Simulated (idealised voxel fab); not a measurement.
The following process module bears the name voxel quadruple lines.
cross-section cut | 280 nm wide | cells 5 nm
Heads up, the way a cross-section reads in here is a grid of square cells, handed over as bands from the top down, with every band being one or more rows of cells. Basically the band line says how high the top is and how high the bottom is, in nm, and then what's in it from left to right, every material with its width in nm. Empty space shows up as "empty", and if a single material carries "full width" it runs the full band edge to edge. Note: height 0 marks the level under which the wafer is uniformly one material as received. Lowest band unbounded below, written "0..down". When a width is written as two numbers, as in "30..40", the first number is the width in the top row of cells of the band and the second is the width in its bottom row, and the width changes by the same amount from each row to the next. Key: "remained the same" - step with no changed cell in the cross-section. What "Enclosed void listing" gives you is every empty space of 8 cells or more that is cut off from the top. Each appears as width x height at distance, with the distance taken from the left edge and width, height and distance all in nm. Anything after a step's settings on that line? It's the simulator's own note about the step. overlay nm: mask offset rightward from planned place, masked step; negative means leftward offset.
Process steps foreseen in the plan
1. RECEIVE (material Si)
2. CONFORMAL_DEP (material SiO2; thk nm 10)
3. DIRECTIONAL_DEP (material W; thk nm 15)
4. DIRECTIONAL_DEP (material polySi; thk nm 20)
5. DIRECTIONAL_DEP (material aC; thk nm 20)
6. PATTERN (tone cover; mask id MANDREL; material resist; width nm 30; thk nm 25; overlay nm 0)
7. DIRECTIONAL_ETCH (etch materials aC; depth nm 20)
8. STRIP (etch materials resist)
9. CONFORMAL_DEP (material SiO2; thk nm 10)
10. DIRECTIONAL_ETCH (etch materials SiO2; depth nm 10)
11. STRIP (etch materials aC)
12. DIRECTIONAL_ETCH (etch materials polySi; depth nm 20)
13. STRIP (etch materials SiO2)
14. CONFORMAL_DEP (material SiN; thk nm 10)
15. DIRECTIONAL_ETCH (etch materials SiN; depth nm 10)
16. STRIP (etch materials polySi)
17. DIRECTIONAL_ETCH (etch materials W; depth nm 15)
18. STRIP (etch materials SiN)
Cross-section of the incoming wafer, state after step 1
0..down = Si full width
Enclosed void listing: none
Final cross-section, module run with one mistake (start and plan as above)
25..10 = empty 115 nm / W 10 nm / empty 10 nm / W 10 nm / empty 10 nm / W 10 nm / empty 115 nm
10..0 = SiO2 full width
0..down = Si full width
Enclosed void listing: none
Which mistake was made when the wafer was run? step 6, actual vs plan mismatch, actual run PATTERN (tone open; mask id MANDREL; material resist; width nm 30; thk nm 25; overlay nm 0)
